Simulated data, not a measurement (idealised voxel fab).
process module | voxel air gaps
cross-section cut | 265 nm wide | cells 5 nm
A cross-section is a grid of square cells, given in bands from the top down. A band is one or more rows of cells.
Each band's line starts with the height of the band's top and of its bottom, in nm. Then come its materials from left to right, each with its width in nm. One material with "throughout" fills the band from edge to edge. "air" is empty space.
Height 0 is the level under which the wafer as received is all one material. The lowest band goes on downwards, as in "0 down".
A width such as "30 to 40" changes by the same amount from each row of cells to the next, from the band's top row to its bottom row.
"no change" after a step means that no cell of the cross-section changed.
closed voids: empty space of 8 cells or more with no open way to the top, each as width x height at its distance from the left edge, in nm
after a step's settings: what the simulator itself notes on the step
overlay nm, on a step with a mask: how far to the right of its planned place the mask lay; to the left if negative
plan
1 op RECEIVE | material Si
2 op CONFORMAL_DEP | material SiO2 | thk nm 15
3 op CONFORMAL_DEP | material SiN | thk nm 5
4 op DIRECTIONAL_DEP | material SiO2 | thk nm 40
5 op DIRECTIONAL_DEP | material aC | thk nm 15
6 op PATTERN | tone open | mask id LINES | material resist | width nm 15 | pitch nm 40 | thk nm 35 | overlay nm 0
7 op DIRECTIONAL_ETCH | etch materials aC | depth nm 15
8 op STRIP | etch materials resist
9 op DIRECTIONAL_ETCH | etch materials SiO2 | depth nm 40
10 op STRIP | etch materials aC
11 op CONFORMAL_DEP | material TiN | thk nm 5
12 op FILL_DEP | material W | thk nm 10
13 op CMP | height nm 60
14 op EPI | material Ru | thk nm 10
15 op SELECTIVE_ETCH | etch materials SiO2 | depth nm 50
16 op CONFORMAL_DEP | material SiN | thk nm 5
varied across the wafers: width nm of step 6. The plan shows the first wafer's value. All wafers start alike
first wafer as received, after step 1
  0 down: Si throughout
  closed voids: none
each wafer at the end: cells of each material gained (+) or lost (-) since it was received, then its closed voids
width nm 15 | +42 Ru | +182 SiN | +159 SiO2 | +51 TiN | +21 W | closed voids: 15 x 30 at 105; 15 x 30 at 145
width nm 20 | +48 Ru | +134 SiN | +223 SiO2 | +54 TiN | +42 W | closed voids: none
width nm 25 | +50 Ru | +134 SiN | +207 SiO2 | +57 TiN | +63 W | closed voids: none
